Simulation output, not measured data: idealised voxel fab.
You're looking at the process module voxel wiring stack.
Pictured: cross-section cut, 260 nm wide, on a grid of 5 nm square cells.
When this document writes out a cross-section, it uses a grid of square cells and lists it as bands, beginning at the top and moving down, with a band standing for one or more rows of cells. The band entry comprises the height of the band's top followed by the height of its bottom, expressed in nm, and subsequently the band's materials from left to right, each stated together with its width in nm. Where a single material is marked with the word "everywhere", that material fills the band from edge to edge. The word "blank" represents empty space. Beneath 0, the wafer as received is one material, and that level is where height counting begins. The lowest band goes on downward without a bottom; it is written like "z 0 and below". It should be noted that a width expressed as "30..40" varies in equal increments from row to row of cells within the band, taking the value of the first number at the top row and that of the second number at the bottom row. Step marked "no change"? Then no cell in the cross-section changed in it. Closed empty spaces (no open way to the top) of 8 cells or more are what "Enclosed cavities" lists, each as width x height at distance from the left edge, nm for all three. What comes after the settings on a step's line is commentary from the simulator itself on that step. overlay nm: how far to the right of its planned place the mask lay on this masked step (negative: to the left).

# Set out below are the planned steps of the process
1: RECEIVE,material Si
2: CONFORMAL_DEP,material SiO2,thk nm 15
3: DIRECTIONAL_DEP,material TiN,thk nm 5
4: DIRECTIONAL_DEP,material W,thk nm 20
5: PATTERN,tone cover,mask id METAL_1,material resist,width nm 20,pitch nm 45,thk nm 15,overlay nm 0
6: DIRECTIONAL_ETCH,etch materials W,depth nm 20
7: DIRECTIONAL_ETCH,etch materials TiN,depth nm 5
8: STRIP,etch materials resist
9: FILL_DEP,material SiO2,thk nm 10
10: CMP,height nm 40
11: CONFORMAL_DEP,material SiCN,thk nm 5
12: DIRECTIONAL_DEP,material lowk,thk nm 30
13: DIRECTIONAL_DEP,material aC,thk nm 10
14: PATTERN,tone open,mask id METAL_2_HOLES,material resist,width nm 15,pitch nm 90,thk nm 30,overlay nm 0
15: DIRECTIONAL_ETCH,etch materials aC,depth nm 10
16: STRIP,etch materials resist
17: DIRECTIONAL_ETCH,etch materials lowk,depth nm 30
18: STRIP,etch materials aC
19: PATTERN,tone open,mask id METAL_2,material resist,width nm 20,pitch nm 45,thk nm 15,overlay nm 0
20: DIRECTIONAL_ETCH,etch materials lowk,depth nm 20
21: DIRECTIONAL_ETCH,etch materials SiCN,depth nm 5
22: STRIP,etch materials resist
23: CONFORMAL_DEP,material TiN,thk nm 5
24: FILL_DEP,material Ru,thk nm 5
25: CMP,height nm 75
26: CONFORMAL_DEP,material SiCN,thk nm 5
27: DIRECTIONAL_DEP,material lowk,thk nm 10
28: DIRECTIONAL_DEP,material aC,thk nm 15
29: PATTERN,tone open,mask id PLUG_2,material resist,width nm 15,pitch nm 45,thk nm 30,overlay nm 0
30: DIRECTIONAL_ETCH,etch materials aC,depth nm 15
31: STRIP,etch materials resist
32: DIRECTIONAL_ETCH,etch materials lowk,depth nm 10
33: DIRECTIONAL_ETCH,etch materials SiCN,depth nm 5
34: STRIP,etch materials aC
35: CONFORMAL_DEP,material TiN,thk nm 5
36: FILL_DEP,material Ru,thk nm 10
37: CMP,height nm 90
38: DIRECTIONAL_DEP,material TiN,thk nm 5
39: DIRECTIONAL_DEP,material W,thk nm 15
40: PATTERN,tone cover,mask id METAL_3,material resist,width nm 20,pitch nm 45,thk nm 15,overlay nm 0
41: DIRECTIONAL_ETCH,etch materials W,depth nm 15
42: DIRECTIONAL_ETCH,etch materials TiN,depth nm 5
43: STRIP,etch materials resist
44: FILL_DEP,material lowk,thk nm 5
45: CMP,height nm 110
46: CONFORMAL_DEP,material SiN,thk nm 5

# First of two wafers, processed according to plan

# Cross-section of the wafer at receipt, which is the condition after step 1
    z 0 and below  Si everywhere
    Enclosed cavities: none

# Cross-section of the wafer subsequent to step 2
    z 15 to 0  SiO2 everywhere
    All layers under 0 are left as they were.

# Cross-section of the wafer subsequent to step 3
    z 20 to 15  TiN everywhere
    All layers under 15 are left as they were.

# Cross-section of the wafer subsequent to step 4
    z 40 to 20  W everywhere
    All layers under 20 are left as they were.

# Cross-section of the wafer subsequent to step 5
    z 55 to 40  50 blank | 20 resist | 25 blank | 20 resist | 25 blank | 20 resist | 25 blank | 20 resist | 55 blank
    All layers under 40 are left as they were.

# Cross-section of the wafer subsequent to step 6
    z 55 to 40  50 blank | 20 resist | 25 blank | 20 resist | 25 blank | 20 resist | 25 blank | 20 resist | 55 blank
    z 40 to 20  50 blank | 20 W | 25 blank | 20 W | 25 blank | 20 W | 25 blank | 20 W | 55 blank
    All layers under 20 are left as they were.

# Cross-section of the wafer subsequent to step 7
    z 55 to 40  50 blank | 20 resist | 25 blank | 20 resist | 25 blank | 20 resist | 25 blank | 20 resist | 55 blank
    z 40 to 20  50 blank | 20 W | 25 blank | 20 W | 25 blank | 20 W | 25 blank | 20 W | 55 blank
    z 20 to 15  50 blank | 20 TiN | 25 blank | 20 TiN | 25 blank | 20 TiN | 25 blank | 20 TiN | 55 blank
    All layers under 15 are left as they were.

# Cross-section of the wafer subsequent to step 8
    z 40 to 20  50 blank | 20 W | 25 blank | 20 W | 25 blank | 20 W | 25 blank | 20 W | 55 blank
    All layers under 20 are left as they were.

# Cross-section of the wafer subsequent to step 9
    z 50 to 40  SiO2 everywhere
    z 40 to 20  50 SiO2 | 20 W | 25 SiO2 | 20 W | 25 SiO2 | 20 W | 25 SiO2 | 20 W | 55 SiO2
    z 20 to 15  50 SiO2 | 20 TiN | 25 SiO2 | 20 TiN | 25 SiO2 | 20 TiN | 25 SiO2 | 20 TiN | 55 SiO2
    All layers under 15 are left as they were.

# Cross-section of the wafer subsequent to step 10
    z 40 to 20  50 SiO2 | 20 W | 25 SiO2 | 20 W | 25 SiO2 | 20 W | 25 SiO2 | 20 W | 55 SiO2
    All layers under 20 are left as they were.

# Cross-section of the wafer subsequent to step 11
    z 45 to 40  SiCN everywhere
    All layers under 40 are left as they were.

# Cross-section of the wafer subsequent to step 12
    z 75 to 45  lowk everywhere
    All layers under 45 are left as they were.

# Cross-section of the wafer subsequent to step 13
    z 85 to 75  aC everywhere
    All layers under 75 are left as they were.

# Cross-section of the wafer subsequent to step 14
    z 115 to 85  50 resist | 15 blank | 75 resist | 15 blank | 105 resist
    All layers under 85 are left as they were.

# Cross-section of the wafer subsequent to step 15
    z 105 to 85  50 resist | 15 blank | 75 resist | 15 blank | 105 resist
    z 85 to 75  50 aC | 15 blank | 75 aC | 15 blank | 105 aC
    All layers under 75 are left as they were.

# Cross-section of the wafer subsequent to step 16
    z 85 to 75  50 aC | 15 blank | 75 aC | 15 blank | 105 aC
    All layers under 75 are left as they were.

# Cross-section of the wafer subsequent to step 17
    z 85 to 75  50 aC | 15 blank | 75 aC | 15 blank | 105 aC
    z 75 to 45  50 lowk | 15 blank | 75 lowk | 15 blank | 105 lowk
    All layers under 45 are left as they were.

# Cross-section of the wafer subsequent to step 18
    z 75 to 45  50 lowk | 15 blank | 75 lowk | 15 blank | 105 lowk
    All layers under 45 are left as they were.

# Cross-section of the wafer subsequent to step 19
    z 90 to 75  50 resist | 20 blank | 25 resist | 20 blank | 25 resist | 20 blank | 25 resist | 20 blank | 55 resist
    All layers under 75 are left as they were.

# Cross-section of the wafer subsequent to step 20
    z 90 to 75  50 resist | 20 blank | 25 resist | 20 blank | 25 resist | 20 blank | 25 resist | 20 blank | 55 resist
    z 75 to 55  50 lowk | 20 blank | 25 lowk | 20 blank | 25 lowk | 20 blank | 25 lowk | 20 blank | 55 lowk
    All layers under 55 are left as they were.

# Cross-section of the wafer subsequent to step 21
    z 90 to 75  50 resist | 20 blank | 25 resist | 20 blank | 25 resist | 20 blank | 25 resist | 20 blank | 55 resist
    z 75 to 55  50 lowk | 20 blank | 25 lowk | 20 blank | 25 lowk | 20 blank | 25 lowk | 20 blank | 55 lowk
    z 55 to 45  50 lowk | 15 blank | 75 lowk | 15 blank | 105 lowk
    z 45 to 40  50 SiCN | 15 blank | 75 SiCN | 15 blank | 105 SiCN
    All layers under 40 are left as they were.

# Cross-section of the wafer subsequent to step 22
    z 75 to 55  50 lowk | 20 blank | 25 lowk | 20 blank | 25 lowk | 20 blank | 25 lowk | 20 blank | 55 lowk
    All layers under 55 are left as they were.

# Cross-section of the wafer subsequent to step 23
    z 80 to 75  55 TiN | 10 blank | 35 TiN | 10 blank | 35 TiN | 10 blank | 35 TiN | 10 blank | 60 TiN
    z 75 to 60  50 lowk | 5 TiN | 10 blank | 5 TiN | 25 lowk | 5 TiN | 10 blank | 5 TiN | 25 lowk | 5 TiN | 10 blank | 5 TiN | 25 lowk | 5 TiN | 10 blank | 5 TiN | 55 lowk
    z 60 to 55  50 lowk | 5 TiN | 5 blank | 10 TiN | 25 lowk | 20 TiN | 25 lowk | 5 TiN | 5 blank | 10 TiN | 25 lowk | 20 TiN | 55 lowk
    z 55 to 45  50 lowk | 5 TiN | 5 blank | 5 TiN | 75 lowk | 5 TiN | 5 blank | 5 TiN | 105 lowk
    z 45 to 40  50 SiCN | 15 TiN | 75 SiCN | 15 TiN | 105 SiCN
    All layers under 40 are left as they were.

# Cross-section of the wafer subsequent to step 24
    z 85 to 80  Ru everywhere
    z 80 to 75  55 TiN | 10 Ru | 35 TiN | 10 Ru | 35 TiN | 10 Ru | 35 TiN | 10 Ru | 60 TiN
    z 75 to 60  50 lowk | 5 TiN | 10 Ru | 5 TiN | 25 lowk | 5 TiN | 10 Ru | 5 TiN | 25 lowk | 5 TiN | 10 Ru | 5 TiN | 25 lowk | 5 TiN | 10 Ru | 5 TiN | 55 lowk
    z 60 to 55  50 lowk | 5 TiN | 5 Ru | 10 TiN | 25 lowk | 20 TiN | 25 lowk | 5 TiN | 5 Ru | 10 TiN | 25 lowk | 20 TiN | 55 lowk
    z 55 to 45  50 lowk | 5 TiN | 5 Ru | 5 TiN | 75 lowk | 5 TiN | 5 Ru | 5 TiN | 105 lowk
    All layers under 45 are left as they were.

# Cross-section of the wafer subsequent to step 25
    z 75 to 60  50 lowk | 5 TiN | 10 Ru | 5 TiN | 25 lowk | 5 TiN | 10 Ru | 5 TiN | 25 lowk | 5 TiN | 10 Ru | 5 TiN | 25 lowk | 5 TiN | 10 Ru | 5 TiN | 55 lowk
    All layers under 60 are left as they were.

# Cross-section of the wafer subsequent to step 26
    z 80 to 75  SiCN everywhere
    All layers under 75 are left as they were.

# Cross-section of the wafer subsequent to step 27
    z 90 to 80  lowk everywhere
    All layers under 80 are left as they were.

# Cross-section of the wafer subsequent to step 28
    z 105 to 90  aC everywhere
    All layers under 90 are left as they were.

# Cross-section of the wafer subsequent to step 29
    z 135 to 105  50 resist | 15 blank | 30 resist | 15 blank | 30 resist | 15 blank | 30 resist | 15 blank | 60 resist
    All layers under 105 are left as they were.

# Cross-section of the wafer subsequent to step 30
    z 120 to 105  50 resist | 15 blank | 30 resist | 15 blank | 30 resist | 15 blank | 30 resist | 15 blank | 60 resist
    z 105 to 90  50 aC | 15 blank | 30 aC | 15 blank | 30 aC | 15 blank | 30 aC | 15 blank | 60 aC
    All layers under 90 are left as they were.

# Cross-section of the wafer subsequent to step 31
    z 105 to 90  50 aC | 15 blank | 30 aC | 15 blank | 30 aC | 15 blank | 30 aC | 15 blank | 60 aC
    All layers under 90 are left as they were.

# Cross-section of the wafer subsequent to step 32
    z 105 to 90  50 aC | 15 blank | 30 aC | 15 blank | 30 aC | 15 blank | 30 aC | 15 blank | 60 aC
    z 90 to 80  50 lowk | 15 blank | 30 lowk | 15 blank | 30 lowk | 15 blank | 30 lowk | 15 blank | 60 lowk
    All layers under 80 are left as they were.

# Cross-section of the wafer subsequent to step 33
    z 105 to 90  50 aC | 15 blank | 30 aC | 15 blank | 30 aC | 15 blank | 30 aC | 15 blank | 60 aC
    z 90 to 80  50 lowk | 15 blank | 30 lowk | 15 blank | 30 lowk | 15 blank | 30 lowk | 15 blank | 60 lowk
    z 80 to 75  50 SiCN | 15 blank | 30 SiCN | 15 blank | 30 SiCN | 15 blank | 30 SiCN | 15 blank | 60 SiCN
    All layers under 75 are left as they were.

# Cross-section of the wafer subsequent to step 34
    z 90 to 80  50 lowk | 15 blank | 30 lowk | 15 blank | 30 lowk | 15 blank | 30 lowk | 15 blank | 60 lowk
    All layers under 80 are left as they were.

# Cross-section of the wafer subsequent to step 35
    z 95 to 90  55 TiN | 5 blank | 40 TiN | 5 blank | 40 TiN | 5 blank | 40 TiN | 5 blank | 65 TiN
    z 90 to 80  50 lowk | 5 TiN | 5 blank | 5 TiN | 30 lowk | 5 TiN | 5 blank | 5 TiN | 30 lowk | 5 TiN | 5 blank | 5 TiN | 30 lowk | 5 TiN | 5 blank | 5 TiN | 60 lowk
    z 80 to 75  50 SiCN | 15 TiN | 30 SiCN | 15 TiN | 30 SiCN | 15 TiN | 30 SiCN | 15 TiN | 60 SiCN
    All layers under 75 are left as they were.

# Cross-section of the wafer subsequent to step 36
    z 105 to 95  Ru everywhere
    z 95 to 90  55 TiN | 5 Ru | 40 TiN | 5 Ru | 40 TiN | 5 Ru | 40 TiN | 5 Ru | 65 TiN
    z 90 to 80  50 lowk | 5 TiN | 5 Ru | 5 TiN | 30 lowk | 5 TiN | 5 Ru | 5 TiN | 30 lowk | 5 TiN | 5 Ru | 5 TiN | 30 lowk | 5 TiN | 5 Ru | 5 TiN | 60 lowk
    All layers under 80 are left as they were.

# Cross-section of the wafer subsequent to step 37
    z 90 to 80  50 lowk | 5 TiN | 5 Ru | 5 TiN | 30 lowk | 5 TiN | 5 Ru | 5 TiN | 30 lowk | 5 TiN | 5 Ru | 5 TiN | 30 lowk | 5 TiN | 5 Ru | 5 TiN | 60 lowk
    All layers under 80 are left as they were.

# Cross-section of the wafer subsequent to step 38
    z 95 to 90  TiN everywhere
    All layers under 90 are left as they were.

# Cross-section of the wafer subsequent to step 39
    z 110 to 95  W everywhere
    All layers under 95 are left as they were.

# Cross-section of the wafer subsequent to step 40
    z 125 to 110  50 blank | 20 resist | 25 blank | 20 resist | 25 blank | 20 resist | 25 blank | 20 resist | 55 blank
    All layers under 110 are left as they were.

# Cross-section of the wafer subsequent to step 41
    z 125 to 110  50 blank | 20 resist | 25 blank | 20 resist | 25 blank | 20 resist | 25 blank | 20 resist | 55 blank
    z 110 to 95  50 blank | 20 W | 25 blank | 20 W | 25 blank | 20 W | 25 blank | 20 W | 55 blank
    All layers under 95 are left as they were.

# Cross-section of the wafer subsequent to step 42
    z 125 to 110  50 blank | 20 resist | 25 blank | 20 resist | 25 blank | 20 resist | 25 blank | 20 resist | 55 blank
    z 110 to 95  50 blank | 20 W | 25 blank | 20 W | 25 blank | 20 W | 25 blank | 20 W | 55 blank
    z 95 to 90  50 blank | 20 TiN | 25 blank | 20 TiN | 25 blank | 20 TiN | 25 blank | 20 TiN | 55 blank
    All layers under 90 are left as they were.

# Cross-section of the wafer subsequent to step 43
    z 110 to 95  50 blank | 20 W | 25 blank | 20 W | 25 blank | 20 W | 25 blank | 20 W | 55 blank
    All layers under 95 are left as they were.

# Cross-section of the wafer subsequent to step 44
    z 115 to 110  lowk everywhere
    z 110 to 95  50 lowk | 20 W | 25 lowk | 20 W | 25 lowk | 20 W | 25 lowk | 20 W | 55 lowk
    z 95 to 90  50 lowk | 20 TiN | 25 lowk | 20 TiN | 25 lowk | 20 TiN | 25 lowk | 20 TiN | 55 lowk
    All layers under 90 are left as they were.

# Cross-section of the wafer subsequent to step 45
    z 110 to 95  50 lowk | 20 W | 25 lowk | 20 W | 25 lowk | 20 W | 25 lowk | 20 W | 55 lowk
    All layers under 95 are left as they were.

# Cross-section of the wafer subsequent to step 46
    z 115 to 110  SiN everywhere
    All layers under 110 are left as they were.

# Wafer two: like wafer one in start and plan, but with one mistake in execution; identical up to and including step 28

# Cross-section of the second wafer at the time step 29 of the plan should have ended
    z 135 to 105  45 resist | 15 blank | 30 resist | 15 blank | 30 resist | 15 blank | 30 resist | 15 blank | 65 resist
    All layers under 105 are left as they were.

# Cross-section of the second wafer at the time step 30 of the plan should have ended
    z 120 to 105  45 resist | 15 blank | 30 resist | 15 blank | 30 resist | 15 blank | 30 resist | 15 blank | 65 resist
    z 105 to 90  45 aC | 15 blank | 30 aC | 15 blank | 30 aC | 15 blank | 30 aC | 15 blank | 65 aC
    All layers under 90 are left as they were.

# Cross-section of the second wafer at the time step 31 of the plan should have ended
    z 105 to 90  45 aC | 15 blank | 30 aC | 15 blank | 30 aC | 15 blank | 30 aC | 15 blank | 65 aC
    All layers under 90 are left as they were.

# Cross-section of the second wafer at the time step 32 of the plan should have ended
    z 105 to 90  45 aC | 15 blank | 30 aC | 15 blank | 30 aC | 15 blank | 30 aC | 15 blank | 65 aC
    z 90 to 80  45 lowk | 15 blank | 30 lowk | 15 blank | 30 lowk | 15 blank | 30 lowk | 15 blank | 65 lowk
    All layers under 80 are left as they were.

# Cross-section of the second wafer at the time step 33 of the plan should have ended
    z 105 to 90  45 aC | 15 blank | 30 aC | 15 blank | 30 aC | 15 blank | 30 aC | 15 blank | 65 aC
    z 90 to 80  45 lowk | 15 blank | 30 lowk | 15 blank | 30 lowk | 15 blank | 30 lowk | 15 blank | 65 lowk
    z 80 to 75  45 SiCN | 15 blank | 30 SiCN | 15 blank | 30 SiCN | 15 blank | 30 SiCN | 15 blank | 65 SiCN
    All layers under 75 are left as they were.

# Cross-section of the second wafer at the time step 34 of the plan should have ended
    z 90 to 80  45 lowk | 15 blank | 30 lowk | 15 blank | 30 lowk | 15 blank | 30 lowk | 15 blank | 65 lowk
    All layers under 80 are left as they were.

# Cross-section of the second wafer at the time step 35 of the plan should have ended
    z 95 to 90  50 TiN | 5 blank | 40 TiN | 5 blank | 40 TiN | 5 blank | 40 TiN | 5 blank | 70 TiN
    z 90 to 80  45 lowk | 5 TiN | 5 blank | 5 TiN | 30 lowk | 5 TiN | 5 blank | 5 TiN | 30 lowk | 5 TiN | 5 blank | 5 TiN | 30 lowk | 5 TiN | 5 blank | 5 TiN | 65 lowk
    z 80 to 75  45 SiCN | 15 TiN | 30 SiCN | 15 TiN | 30 SiCN | 15 TiN | 30 SiCN | 15 TiN | 65 SiCN
    All layers under 75 are left as they were.

# Cross-section of the second wafer at the time step 36 of the plan should have ended
    z 105 to 95  Ru everywhere
    z 95 to 90  50 TiN | 5 Ru | 40 TiN | 5 Ru | 40 TiN | 5 Ru | 40 TiN | 5 Ru | 70 TiN
    z 90 to 80  45 lowk | 5 TiN | 5 Ru | 5 TiN | 30 lowk | 5 TiN | 5 Ru | 5 TiN | 30 lowk | 5 TiN | 5 Ru | 5 TiN | 30 lowk | 5 TiN | 5 Ru | 5 TiN | 65 lowk
    All layers under 80 are left as they were.

# Cross-section of the second wafer at the time step 37 of the plan should have ended
    z 90 to 80  45 lowk | 5 TiN | 5 Ru | 5 TiN | 30 lowk | 5 TiN | 5 Ru | 5 TiN | 30 lowk | 5 TiN | 5 Ru | 5 TiN | 30 lowk | 5 TiN | 5 Ru | 5 TiN | 65 lowk
    All layers under 80 are left as they were.

# Cross-section of the second wafer at the time step 38 of the plan should have ended
    z 95 to 90  TiN everywhere
    All layers under 90 are left as they were.

# Cross-section of the second wafer at the time step 39 of the plan should have ended
    z 110 to 95  W everywhere
    All layers under 95 are left as they were.

# Cross-section of the second wafer at the time step 40 of the plan should have ended
    z 125 to 110  50 blank | 20 resist | 25 blank | 20 resist | 25 blank | 20 resist | 25 blank | 20 resist | 55 blank
    All layers under 110 are left as they were.

# Cross-section of the second wafer at the time step 41 of the plan should have ended
    z 125 to 110  50 blank | 20 resist | 25 blank | 20 resist | 25 blank | 20 resist | 25 blank | 20 resist | 55 blank
    z 110 to 95  50 blank | 20 W | 25 blank | 20 W | 25 blank | 20 W | 25 blank | 20 W | 55 blank
    All layers under 95 are left as they were.

# Cross-section of the second wafer at the time step 42 of the plan should have ended
    z 125 to 110  50 blank | 20 resist | 25 blank | 20 resist | 25 blank | 20 resist | 25 blank | 20 resist | 55 blank
    z 110 to 95  50 blank | 20 W | 25 blank | 20 W | 25 blank | 20 W | 25 blank | 20 W | 55 blank
    z 95 to 90  50 blank | 20 TiN | 25 blank | 20 TiN | 25 blank | 20 TiN | 25 blank | 20 TiN | 55 blank
    All layers under 90 are left as they were.

# Cross-section of the second wafer at the time step 43 of the plan should have ended
    z 110 to 95  50 blank | 20 W | 25 blank | 20 W | 25 blank | 20 W | 25 blank | 20 W | 55 blank
    All layers under 95 are left as they were.

# Cross-section of the second wafer at the time step 44 of the plan should have ended
    z 115 to 110  lowk everywhere
    z 110 to 95  50 lowk | 20 W | 25 lowk | 20 W | 25 lowk | 20 W | 25 lowk | 20 W | 55 lowk
    z 95 to 90  50 lowk | 20 TiN | 25 lowk | 20 TiN | 25 lowk | 20 TiN | 25 lowk | 20 TiN | 55 lowk
    All layers under 90 are left as they were.

# Cross-section of the second wafer at the time step 45 of the plan should have ended
    z 110 to 95  50 lowk | 20 W | 25 lowk | 20 W | 25 lowk | 20 W | 25 lowk | 20 W | 55 lowk
    All layers under 95 are left as they were.

# Cross-section of the second wafer at the time step 46 of the plan should have ended
    z 115 to 110  SiN everywhere
    All layers under 110 are left as they were.
Heads up, the wafer didn't run the way we planned it: step 29 ran differently from the plan; actual operation with settings: PATTERN,tone open,mask id PLUG_2,material resist,width nm 15,pitch nm 45,thk nm 30,overlay nm -5
Tallied in cells, the final second wafer holds each material in the same quantity as the first, although not at the same places.
